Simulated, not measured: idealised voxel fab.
voxel gate over fins: a process module
The cross-section on display is named cut; it measures 280 nm wide, and its cells are 5 nm squares.
Square cells in a grid make up a cross-section in this document, and the grid is given as bands, listed from the top down, each one or more rows of cells. The band entry comprises the height of the band's top followed by the height of its bottom, expressed in nm, and subsequently the band's materials from left to right, each stated together with its width in nm. Where a single material is marked with the word "throughout", that material fills the band from edge to edge. The word "blank" represents empty space. Measure heights from 0. That's the level where, below it, the as-received wafer is all one material. The lowest band is bottomless and extends downward; write it as in "top 0, no bottom". Width spec "30..40" -> top row of cells at first value, bottom row at second value, equal per-row change in between. No cell of the cross-section changed in a step that is given as "nothing got changed". Empty spaces counting at least 8 cells and having no open way to the top are listed in "Closed cavities". The notation width x height at distance is used for each, the distance being from the left edge and all three values in nm. The remark found on a step's line after its settings is issued by the simulator itself and pertains to that step. The "overlay nm" setting may appear on a step's line; for a step that uses a mask, it gives how far to the right of its planned position the mask lay, and a negative value indicates the left.

[Planned process steps]
- 1: RECEIVE (material Si)
- 2: CONFORMAL_DEP (material SiN; thk nm 5)
- 3: PATTERN (tone cover; mask id FINS; material resist; width nm 15; pitch nm 55; thk nm 15; overlay nm 0)
- 4: DIRECTIONAL_ETCH (etch materials SiN; depth nm 5)
- 5: DIRECTIONAL_ETCH (etch materials Si; depth nm 35)
- 6: STRIP (etch materials resist)
- 7: OXIDIZE (depth nm 5)
- 8: FILL_DEP (material SiO2; thk nm 15)
- 9: CMP (height nm 5)
- 10: DIRECTIONAL_DEP (material aC; thk nm 10)
- 11: PATTERN (tone open; mask id RAIL; material resist; width nm 15; thk nm 25; overlay nm 0)
- 12: DIRECTIONAL_ETCH (etch materials aC; depth nm 10)
- 13: STRIP (etch materials resist)
- 14: DIRECTIONAL_ETCH (etch materials SiO2; depth nm 35)
- 15: STRIP (etch materials aC)
- 16: CONFORMAL_DEP (material TiN; thk nm 5)
- 17: FILL_DEP (material W; thk nm 5)
- 18: CMP (height nm 5)
- 19: SELECTIVE_ETCH (etch materials W Ru TiN; depth nm 25)
- 20: FILL_DEP (material SiO2; thk nm 5)
- 21: CMP (height nm 5)
- 22: SELECTIVE_ETCH (etch materials SiO2; depth nm 15)
- 23: STRIP (etch materials SiN)
- 24: CONFORMAL_DEP (material HfO2; thk nm 5)
- 25: CONFORMAL_DEP (material TiN; thk nm 5)
- 26: CONFORMAL_DEP (material TiAl; thk nm 5)
- 27: CONFORMAL_DEP (material TiN; thk nm 5)
- 28: FILL_DEP (material W; thk nm 15)
- 29: CMP (height nm 30)
- 30: CONFORMAL_DEP (material SiN; thk nm 5)

[The cross-section here shows the wafer as received, i.e. in its state after step 1]
  top 0, no bottom: Si throughout
  Closed cavities: none

[First of two wafers, end-of-module section, run followed plan]
  top 35, bottom 30: SiN throughout
  top 30, bottom 20: W throughout
  top 20, bottom 15: W 60 / TiN 45 / W 10 / TiN 45 / W 10 / TiN 45 / W 65
  top 15, bottom 10: W 60 / TiN 5 / TiAl 35 / TiN 5 / W 10 / TiN 5 / TiAl 35 / TiN 5 / W 10 / TiN 5 / TiAl 35 / TiN 5 / W 65
  top 10, bottom 5: TiN 65 / TiAl 5 / TiN 25 / TiAl 5 / TiN 20 / TiAl 5 / TiN 25 / TiAl 5 / TiN 20 / TiAl 5 / TiN 25 / TiAl 5 / TiN 70
  top 5, bottom 0: TiAl 70 / TiN 5 / HfO2 15 / TiN 5 / TiAl 30 / TiN 5 / HfO2 15 / TiN 5 / TiAl 30 / TiN 5 / HfO2 15 / TiN 5 / TiAl 75
  top 0, bottom -5: TiN 75 / HfO2 5 / Si 5 / HfO2 5 / TiN 40 / HfO2 5 / Si 5 / HfO2 5 / TiN 40 / HfO2 5 / Si 5 / HfO2 5 / TiN 80
  top -5, bottom -10: HfO2 80 / Si 5 / HfO2 50 / Si 5 / HfO2 50 / Si 5 / HfO2 85
  top -10, bottom -20: SiO2 80 / Si 5 / SiO2 50 / Si 5 / SiO2 50 / Si 5 / SiO2 85
  top -20, bottom -25: SiO2 80 / Si 5 / SiO2 15 / TiN 5 / W 5 / TiN 5 / SiO2 20 / Si 5 / SiO2 50 / Si 5 / SiO2 85
  top -25, bottom -30: SiO2 80 / Si 5 / SiO2 15 / TiN 15 / SiO2 20 / Si 5 / SiO2 50 / Si 5 / SiO2 85
  top -30, bottom -40: SiO2 80 / Si 5 / SiO2 50 / Si 5 / SiO2 50 / Si 5 / SiO2 85
  top -40, no bottom: Si throughout
  Closed cavities: none

[This cross-section belongs to the second wafer of two at the end of the module; the start and the plan were shared with the first, and the run included one mistake]
  top 35, bottom 30: SiN throughout
  top 30, bottom 20: W throughout
  top 20, bottom 15: W 60 / TiN 45 / W 10 / TiN 45 / W 10 / TiN 45 / W 65
  top 15, bottom 10: W 60 / TiN 5 / TiAl 35 / TiN 5 / W 10 / TiN 5 / TiAl 35 / TiN 5 / W 10 / TiN 5 / TiAl 35 / TiN 5 / W 65
  top 10, bottom 5: W 60 / TiN 5 / TiAl 5 / TiN 25 / TiAl 5 / TiN 5 / W 10 / TiN 5 / TiAl 5 / TiN 25 / TiAl 5 / TiN 5 / W 10 / TiN 5 / TiAl 5 / TiN 25 / TiAl 5 / TiN 5 / W 65
  top 5, bottom 0: W 60 / TiN 5 / TiAl 5 / TiN 5 / HfO2 15 / TiN 5 / TiAl 5 / TiN 5 / W 10 / TiN 5 / TiAl 5 / TiN 5 / HfO2 15 / TiN 5 / TiAl 5 / TiN 5 / W 10 / TiN 5 / TiAl 5 / TiN 5 / HfO2 15 / TiN 5 / TiAl 5 / TiN 5 / W 65
  top 0, bottom -5: W 60 / TiN 5 / TiAl 5 / TiN 5 / HfO2 5 / Si 5 / HfO2 5 / TiN 5 / TiAl 5 / TiN 20 / TiAl 5 / TiN 5 / HfO2 5 / Si 5 / HfO2 5 / TiN 5 / TiAl 5 / TiN 5 / W 10 / TiN 5 / TiAl 5 / TiN 5 / HfO2 5 / Si 5 / HfO2 5 / TiN 5 / TiAl 5 / TiN 5 / W 65
  top -5, bottom -10: TiN 65 / TiAl 5 / TiN 5 / HfO2 5 / Si 5 / HfO2 5 / TiN 5 / TiAl 30 / TiN 5 / HfO2 5 / Si 5 / HfO2 5 / TiN 5 / TiAl 5 / TiN 20 / TiAl 5 / TiN 5 / HfO2 5 / Si 5 / HfO2 5 / TiN 5 / TiAl 5 / TiN 70
  top -10, bottom -15: TiAl 70 / TiN 5 / HfO2 5 / Si 5 / HfO2 5 / TiN 40 / HfO2 5 / Si 5 / HfO2 5 / TiN 5 / TiAl 30 / TiN 5 / HfO2 5 / Si 5 / HfO2 5 / TiN 5 / TiAl 75
  top -15, bottom -20: TiN 75 / HfO2 5 / Si 5 / HfO2 5 / TiN 5 / HfO2 25 / TiN 10 / HfO2 5 / Si 5 / HfO2 5 / TiN 40 / HfO2 5 / Si 5 / HfO2 5 / TiN 80
  top -20, bottom -25: HfO2 80 / Si 5 / HfO2 15 / TiN 5 / W 5 / TiN 5 / HfO2 20 / Si 5 / HfO2 50 / Si 5 / HfO2 85
  top -25, bottom -30: SiO2 80 / Si 5 / SiO2 15 / TiN 15 / SiO2 20 / Si 5 / SiO2 50 / Si 5 / SiO2 85
  top -30, bottom -40: SiO2 80 / Si 5 / SiO2 50 / Si 5 / SiO2 50 / Si 5 / SiO2 85
  top -40, no bottom: Si throughout
  Closed cavities: none
So what did we get wrong on this run? twice over, step 22 of the plan was run
Final cells, second wafer relative to first, materials higher or lower: HfO2: 20 more; SiO2: 156 fewer; TiAl: 16 more; TiN: 35 more; W: 85 more
